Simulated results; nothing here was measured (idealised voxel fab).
process module | voxel capacitor over wiring
FYI the section here is cut, 235 nm wide, cells are 5 nm squares.
Each cross-section below is a grid of square cells, stated as bands in top-down order, with one or more rows of cells making up each band.
Top height, bottom height, nm. Materials left to right, width each, nm. Single material + "edge to edge" = fills band edge to edge. "air" = empty.
Heads up on the height convention: 0 is the point under which the incoming wafer is all one material, and the lowest band has no bottom, it just keeps going down, like "0 nm and below".
Read "30 to 40" as a graded width: first number on top, second number at the bottom, same change between each pair of neighbouring rows.
Where the words "changes: none" appear for a step, the cross-section shows no cell changed by that step; every cell remained as before.
Entry "Trapped cavities" = empty spaces >= 8 cells with no open way to the top; each as width x height at distance, distance from left edge, all nm.
Formally, on a step line, whatever follows the settings is a remark that the simulator itself makes on the step.
If you see "overlay nm" on a step's line and that step has a mask, it's telling you how far right of where it was planned the mask ended up; a negative number means it went left instead.

# Steps planned for the process
| 1 | RECEIVE (material Si) |
| 2 | CONFORMAL_DEP (material SiO2; thk nm 10) |
| 3 | CONFORMAL_DEP (material SiCN; thk nm 5) |
| 4 | DIRECTIONAL_DEP (material lowk; thk nm 20) |
| 5 | DIRECTIONAL_DEP (material aC; thk nm 15) |
| 6 | PATTERN (tone open; mask id METAL_1; material resist; width nm 30; pitch nm 85; thk nm 30; overlay nm 0) |
| 7 | DIRECTIONAL_ETCH (etch materials aC; depth nm 15) |
| 8 | STRIP (etch materials resist) |
| 9 | DIRECTIONAL_ETCH (etch materials lowk; depth nm 20) |
| 10 | DIRECTIONAL_ETCH (etch materials SiCN; depth nm 5) |
| 11 | STRIP (etch materials aC) |
| 12 | CONFORMAL_DEP (material TiN; thk nm 5) |
| 13 | FILL_DEP (material Ru; thk nm 10) |
| 14 | CMP (height nm 35) |
| 15 | CONFORMAL_DEP (material SiCN; thk nm 5) |
| 16 | DIRECTIONAL_DEP (material lowk; thk nm 10) |
| 17 | MASKED_ETCH (tone open; mask id PLUG_1; width nm 15; etch materials lowk; depth nm 10; overlay nm 0) |
| 18 | MASKED_ETCH (tone open; mask id PLUG_1; width nm 15; etch materials SiCN; depth nm 5; overlay nm 0) |
| 19 | EPI (material Ru; thk nm 10) |
| 20 | EPI (material Ru; thk nm 5) |
| 21 | DIRECTIONAL_DEP (material TiN; thk nm 10) |
| 22 | DIRECTIONAL_DEP (material HfO2; thk nm 5) |
| 23 | DIRECTIONAL_DEP (material TiN; thk nm 5) |
| 24 | PATTERN (tone cover; mask id UPPER_PLATE; material resist; width nm 60; thk nm 15; overlay nm 0) |
| 25 | DIRECTIONAL_ETCH (etch materials TiN; depth nm 5) |
| 26 | DIRECTIONAL_ETCH (etch materials HfO2; depth nm 5) |
| 27 | STRIP (etch materials resist) |
| 28 | PATTERN (tone cover; mask id LOWER_PLATE; material resist; width nm 70; thk nm 20; overlay nm 0) |
| 29 | DIRECTIONAL_ETCH (etch materials TiN; depth nm 10) |
| 30 | STRIP (etch materials resist) |
| 31 | FILL_DEP (material SiO2; thk nm 20) |
| 32 | CMP (height nm 85) |
| 33 | DIRECTIONAL_DEP (material aC; thk nm 10) |
| 34 | PATTERN (tone open; mask id PLUG_2; material resist; width nm 15; thk nm 30; overlay nm 0) |
| 35 | DIRECTIONAL_ETCH (etch materials aC; depth nm 10) |
| 36 | STRIP (etch materials resist) |
| 37 | DIRECTIONAL_ETCH (etch materials SiO2; depth nm 15) |
| 38 | STRIP (etch materials aC) |
| 39 | CONFORMAL_DEP (material TiN; thk nm 5) |
| 40 | FILL_DEP (material Cu; thk nm 5) |
| 41 | CMP (height nm 85) |
| 42 | CONFORMAL_DEP (material SiN; thk nm 5) |

# Below: the first of two wafers, run as planned

# Wafer at receipt (post step 1), cross-section
	0 nm and below: Si edge to edge
	Trapped cavities: none

# After step 2: wafer cross-section
	10 nm to 0 nm: SiO2 edge to edge
	Note: structure below 0 unchanged.

# After step 3: wafer cross-section
	15 nm to 10 nm: SiCN edge to edge
	Note: structure below 10 unchanged.

# After step 4: wafer cross-section
	35 nm to 15 nm: lowk edge to edge
	Note: structure below 15 unchanged.

# After step 5: wafer cross-section
	50 nm to 35 nm: aC edge to edge
	Note: structure below 35 unchanged.

# After step 6: wafer cross-section
	80 nm to 50 nm: resist 60 nm, then air 30 nm, then resist 55 nm, then air 30 nm, then resist 60 nm
	Note: structure below 50 unchanged.

# After step 7: wafer cross-section
	65 nm to 50 nm: resist 60 nm, then air 30 nm, then resist 55 nm, then air 30 nm, then resist 60 nm
	50 nm to 35 nm: aC 60 nm, then air 30 nm, then aC 55 nm, then air 30 nm, then aC 60 nm
	Note: structure below 35 unchanged.

# After step 8: wafer cross-section
	50 nm to 35 nm: aC 60 nm, then air 30 nm, then aC 55 nm, then air 30 nm, then aC 60 nm
	Note: structure below 35 unchanged.

# After step 9: wafer cross-section
	50 nm to 35 nm: aC 60 nm, then air 30 nm, then aC 55 nm, then air 30 nm, then aC 60 nm
	35 nm to 15 nm: lowk 60 nm, then air 30 nm, then lowk 55 nm, then air 30 nm, then lowk 60 nm
	Note: structure below 15 unchanged.

# After step 10: wafer cross-section
	50 nm to 35 nm: aC 60 nm, then air 30 nm, then aC 55 nm, then air 30 nm, then aC 60 nm
	35 nm to 15 nm: lowk 60 nm, then air 30 nm, then lowk 55 nm, then air 30 nm, then lowk 60 nm
	15 nm to 10 nm: SiCN 60 nm, then air 30 nm, then SiCN 55 nm, then air 30 nm, then SiCN 60 nm
	Note: structure below 10 unchanged.

# After step 11: wafer cross-section
	35 nm to 15 nm: lowk 60 nm, then air 30 nm, then lowk 55 nm, then air 30 nm, then lowk 60 nm
	Note: structure below 15 unchanged.

# After step 12: wafer cross-section
	40 nm to 35 nm: TiN 65 nm, then air 20 nm, then TiN 65 nm, then air 20 nm, then TiN 65 nm
	35 nm to 15 nm: lowk 60 nm, then TiN 5 nm, then air 20 nm, then TiN 5 nm, then lowk 55 nm, then TiN 5 nm, then air 20 nm, then TiN 5 nm, then lowk 60 nm
	15 nm to 10 nm: SiCN 60 nm, then TiN 30 nm, then SiCN 55 nm, then TiN 30 nm, then SiCN 60 nm
	Note: structure below 10 unchanged.

# After step 13: wafer cross-section
	50 nm to 40 nm: Ru edge to edge
	40 nm to 35 nm: TiN 65 nm, then Ru 20 nm, then TiN 65 nm, then Ru 20 nm, then TiN 65 nm
	35 nm to 15 nm: lowk 60 nm, then TiN 5 nm, then Ru 20 nm, then TiN 5 nm, then lowk 55 nm, then TiN 5 nm, then Ru 20 nm, then TiN 5 nm, then lowk 60 nm
	Note: structure below 15 unchanged.

# After step 14: wafer cross-section
	35 nm to 15 nm: lowk 60 nm, then TiN 5 nm, then Ru 20 nm, then TiN 5 nm, then lowk 55 nm, then TiN 5 nm, then Ru 20 nm, then TiN 5 nm, then lowk 60 nm
	Note: structure below 15 unchanged.

# After step 15: wafer cross-section
	40 nm to 35 nm: SiCN edge to edge
	Note: structure below 35 unchanged.

# After step 16: wafer cross-section
	50 nm to 40 nm: lowk edge to edge
	Note: structure below 40 unchanged.

# After step 17: wafer cross-section
	50 nm to 40 nm: lowk 75 nm, then air 15 nm, then lowk 145 nm
	Note: structure below 40 unchanged.

# After step 18: wafer cross-section
	50 nm to 40 nm: lowk 75 nm, then air 15 nm, then lowk 145 nm
	40 nm to 35 nm: SiCN 75 nm, then air 15 nm, then SiCN 145 nm
	Note: structure below 35 unchanged.

# After step 19: wafer cross-section
	50 nm to 45 nm: lowk 75 nm, then air 15 nm, then lowk 145 nm
	45 nm to 40 nm: lowk 75 nm, then Ru 15 nm, then lowk 145 nm
	40 nm to 35 nm: SiCN 75 nm, then Ru 15 nm, then SiCN 145 nm
	Note: structure below 35 unchanged.

# After step 20: wafer cross-section
	50 nm to 40 nm: lowk 75 nm, then Ru 15 nm, then lowk 145 nm
	Note: structure below 40 unchanged.

# After step 21: wafer cross-section
	60 nm to 50 nm: TiN edge to edge
	Note: structure below 50 unchanged.

# After step 22: wafer cross-section
	65 nm to 60 nm: HfO2 edge to edge
	Note: structure below 60 unchanged.

# After step 23: wafer cross-section
	70 nm to 65 nm: TiN edge to edge
	Note: structure below 65 unchanged.

# After step 24: wafer cross-section
	85 nm to 70 nm: air 75 nm, then resist 60 nm, then air 100 nm
	Note: structure below 70 unchanged.

# After step 25: wafer cross-section
	85 nm to 70 nm: air 75 nm, then resist 60 nm, then air 100 nm
	70 nm to 65 nm: air 75 nm, then TiN 60 nm, then air 100 nm
	Note: structure below 65 unchanged.

# After step 26: wafer cross-section
	85 nm to 70 nm: air 75 nm, then resist 60 nm, then air 100 nm
	70 nm to 65 nm: air 75 nm, then TiN 60 nm, then air 100 nm
	65 nm to 60 nm: air 75 nm, then HfO2 60 nm, then air 100 nm
	Note: structure below 60 unchanged.

# After step 27: wafer cross-section
	70 nm to 65 nm: air 75 nm, then TiN 60 nm, then air 100 nm
	Note: structure below 65 unchanged.

# After step 28: wafer cross-section
	90 nm to 70 nm: air 70 nm, then resist 70 nm, then air 95 nm
	70 nm to 65 nm: air 70 nm, then resist 5 nm, then TiN 60 nm, then resist 5 nm, then air 95 nm
	65 nm to 60 nm: air 70 nm, then resist 5 nm, then HfO2 60 nm, then resist 5 nm, then air 95 nm
	Note: structure below 60 unchanged.

# After step 29: wafer cross-section
	90 nm to 70 nm: air 70 nm, then resist 70 nm, then air 95 nm
	70 nm to 65 nm: air 70 nm, then resist 5 nm, then TiN 60 nm, then resist 5 nm, then air 95 nm
	65 nm to 60 nm: air 70 nm, then resist 5 nm, then HfO2 60 nm, then resist 5 nm, then air 95 nm
	60 nm to 50 nm: air 70 nm, then TiN 70 nm, then air 95 nm
	Note: structure below 50 unchanged.

# After step 30: wafer cross-section
	70 nm to 65 nm: air 75 nm, then TiN 60 nm, then air 100 nm
	65 nm to 60 nm: air 75 nm, then HfO2 60 nm, then air 100 nm
	Note: structure below 60 unchanged.

# After step 31: wafer cross-section
	90 nm to 70 nm: SiO2 edge to edge
	70 nm to 65 nm: SiO2 75 nm, then TiN 60 nm, then SiO2 100 nm
	65 nm to 60 nm: SiO2 75 nm, then HfO2 60 nm, then SiO2 100 nm
	60 nm to 50 nm: SiO2 70 nm, then TiN 70 nm, then SiO2 95 nm
	Note: structure below 50 unchanged.

# After step 32: wafer cross-section
	85 nm to 70 nm: SiO2 edge to edge
	Note: structure below 70 unchanged.

# After step 33: wafer cross-section
	95 nm to 85 nm: aC edge to edge
	Note: structure below 85 unchanged.

# After step 34: wafer cross-section
	125 nm to 95 nm: resist 85 nm, then air 15 nm, then resist 135 nm
	Note: structure below 95 unchanged.

# After step 35: wafer cross-section
	115 nm to 95 nm: resist 85 nm, then air 15 nm, then resist 135 nm
	95 nm to 85 nm: aC 85 nm, then air 15 nm, then aC 135 nm
	Note: structure below 85 unchanged.

# After step 36: wafer cross-section
	95 nm to 85 nm: aC 85 nm, then air 15 nm, then aC 135 nm
	Note: structure below 85 unchanged.

# After step 37: wafer cross-section
	95 nm to 85 nm: aC 85 nm, then air 15 nm, then aC 135 nm
	85 nm to 70 nm: SiO2 85 nm, then air 15 nm, then SiO2 135 nm
	Note: structure below 70 unchanged.

# After step 38: wafer cross-section
	85 nm to 70 nm: SiO2 85 nm, then air 15 nm, then SiO2 135 nm
	Note: structure below 70 unchanged.

# After step 39: wafer cross-section
	90 nm to 85 nm: TiN 90 nm, then air 5 nm, then TiN 140 nm
	85 nm to 75 nm: SiO2 85 nm, then TiN 5 nm, then air 5 nm, then TiN 5 nm, then SiO2 135 nm
	75 nm to 65 nm: SiO2 85 to 75 nm, then TiN 15 to 60 nm, then SiO2 135 to 100 nm
	Note: structure below 65 unchanged.

# After step 40: wafer cross-section
	95 nm to 90 nm: Cu edge to edge
	90 nm to 85 nm: TiN 90 nm, then Cu 5 nm, then TiN 140 nm
	85 nm to 75 nm: SiO2 85 nm, then TiN 5 nm, then Cu 5 nm, then TiN 5 nm, then SiO2 135 nm
	Note: structure below 75 unchanged.

# After step 41: wafer cross-section
	85 nm to 75 nm: SiO2 85 nm, then TiN 5 nm, then Cu 5 nm, then TiN 5 nm, then SiO2 135 nm
	Note: structure below 75 unchanged.

# After step 42: wafer cross-section
	90 nm to 85 nm: SiN edge to edge
	Note: structure below 85 unchanged.

# Notes, second wafer: start = first wafer's, plan = first wafer's, execution had one mistake; history identical to first through step 13

Second wafer, cross-section, planned end of step 14: changes: none

# Second wafer, cross-section, planned end of step 15
	55 nm to 50 nm: SiCN edge to edge
	Note: structure below 50 unchanged.

# Second wafer, cross-section, planned end of step 16
	65 nm to 55 nm: lowk edge to edge
	Note: structure below 55 unchanged.

# Second wafer, cross-section, planned end of step 17
	65 nm to 55 nm: lowk 75 nm, then air 15 nm, then lowk 145 nm
	Note: structure below 55 unchanged.

# Second wafer, cross-section, planned end of step 18
	65 nm to 55 nm: lowk 75 nm, then air 15 nm, then lowk 145 nm
	55 nm to 50 nm: SiCN 75 nm, then air 15 nm, then SiCN 145 nm
	Note: structure below 50 unchanged.

# Second wafer, cross-section, planned end of step 19
	65 nm to 60 nm: lowk 75 nm, then air 15 nm, then lowk 145 nm
	60 nm to 55 nm: lowk 75 nm, then Ru 15 nm, then lowk 145 nm
	55 nm to 50 nm: SiCN 75 nm, then Ru 15 nm, then SiCN 145 nm
	Note: structure below 50 unchanged.

# Second wafer, cross-section, planned end of step 20
	65 nm to 55 nm: lowk 75 nm, then Ru 15 nm, then lowk 145 nm
	Note: structure below 55 unchanged.

# Second wafer, cross-section, planned end of step 21
	75 nm to 65 nm: TiN edge to edge
	Note: structure below 65 unchanged.

# Second wafer, cross-section, planned end of step 22
	80 nm to 75 nm: HfO2 edge to edge
	Note: structure below 75 unchanged.

# Second wafer, cross-section, planned end of step 23
	85 nm to 80 nm: TiN edge to edge
	Note: structure below 80 unchanged.

# Second wafer, cross-section, planned end of step 24
	100 nm to 85 nm: air 75 nm, then resist 60 nm, then air 100 nm
	Note: structure below 85 unchanged.

# Second wafer, cross-section, planned end of step 25
	100 nm to 85 nm: air 75 nm, then resist 60 nm, then air 100 nm
	85 nm to 80 nm: air 75 nm, then TiN 60 nm, then air 100 nm
	Note: structure below 80 unchanged.

# Second wafer, cross-section, planned end of step 26
	100 nm to 85 nm: air 75 nm, then resist 60 nm, then air 100 nm
	85 nm to 80 nm: air 75 nm, then TiN 60 nm, then air 100 nm
	80 nm to 75 nm: air 75 nm, then HfO2 60 nm, then air 100 nm
	Note: structure below 75 unchanged.

# Second wafer, cross-section, planned end of step 27
	85 nm to 80 nm: air 75 nm, then TiN 60 nm, then air 100 nm
	Note: structure below 80 unchanged.

# Second wafer, cross-section, planned end of step 28
	105 nm to 85 nm: air 70 nm, then resist 70 nm, then air 95 nm
	85 nm to 80 nm: air 70 nm, then resist 5 nm, then TiN 60 nm, then resist 5 nm, then air 95 nm
	80 nm to 75 nm: air 70 nm, then resist 5 nm, then HfO2 60 nm, then resist 5 nm, then air 95 nm
	Note: structure below 75 unchanged.

# Second wafer, cross-section, planned end of step 29
	105 nm to 85 nm: air 70 nm, then resist 70 nm, then air 95 nm
	85 nm to 80 nm: air 70 nm, then resist 5 nm, then TiN 60 nm, then resist 5 nm, then air 95 nm
	80 nm to 75 nm: air 70 nm, then resist 5 nm, then HfO2 60 nm, then resist 5 nm, then air 95 nm
	75 nm to 65 nm: air 70 nm, then TiN 70 nm, then air 95 nm
	Note: structure below 65 unchanged.

# Second wafer, cross-section, planned end of step 30
	85 nm to 80 nm: air 75 nm, then TiN 60 nm, then air 100 nm
	80 nm to 75 nm: air 75 nm, then HfO2 60 nm, then air 100 nm
	Note: structure below 75 unchanged.

# Second wafer, cross-section, planned end of step 31
	105 nm to 85 nm: SiO2 edge to edge
	85 nm to 80 nm: SiO2 75 nm, then TiN 60 nm, then SiO2 100 nm
	80 nm to 75 nm: SiO2 75 nm, then HfO2 60 nm, then SiO2 100 nm
	75 nm to 65 nm: SiO2 70 nm, then TiN 70 nm, then SiO2 95 nm
	Note: structure below 65 unchanged.

# Second wafer, cross-section, planned end of step 32
	85 nm to 80 nm: SiO2 75 nm, then TiN 60 nm, then SiO2 100 nm
	Note: structure below 80 unchanged.

# Second wafer, cross-section, planned end of step 33
	95 nm to 85 nm: aC edge to edge
	Note: structure below 85 unchanged.

# Second wafer, cross-section, planned end of step 34
	125 nm to 95 nm: resist 85 nm, then air 15 nm, then resist 135 nm
	Note: structure below 95 unchanged.

# Second wafer, cross-section, planned end of step 35
	115 nm to 95 nm: resist 85 nm, then air 15 nm, then resist 135 nm
	95 nm to 85 nm: aC 85 nm, then air 15 nm, then aC 135 nm
	Note: structure below 85 unchanged.

# Second wafer, cross-section, planned end of step 36
	95 nm to 85 nm: aC 85 nm, then air 15 nm, then aC 135 nm
	Note: structure below 85 unchanged.

Second wafer, cross-section, planned end of step 37: changes: none

# Second wafer, cross-section, planned end of step 38
	85 nm to 80 nm: SiO2 75 nm, then TiN 60 nm, then SiO2 100 nm
	Note: structure below 80 unchanged.

# Second wafer, cross-section, planned end of step 39
	90 nm to 85 nm: TiN edge to edge
	Note: structure below 85 unchanged.

# Second wafer, cross-section, planned end of step 40
	95 nm to 90 nm: Cu edge to edge
	Note: structure below 90 unchanged.

# Second wafer, cross-section, planned end of step 41
	85 nm to 80 nm: SiO2 75 nm, then TiN 60 nm, then SiO2 100 nm
	Note: structure below 80 unchanged.

# Second wafer, cross-section, planned end of step 42
	90 nm to 85 nm: SiN edge to edge
	Note: structure below 85 unchanged.
Run error: no execution of plan step 14; skipped
In the final state, the cell counts of the second wafer exceed or fall short of those of the first for the following materials: Cu: 2 fewer, Ru: 102 more, SiO2: 132 fewer, TiN: 32 more
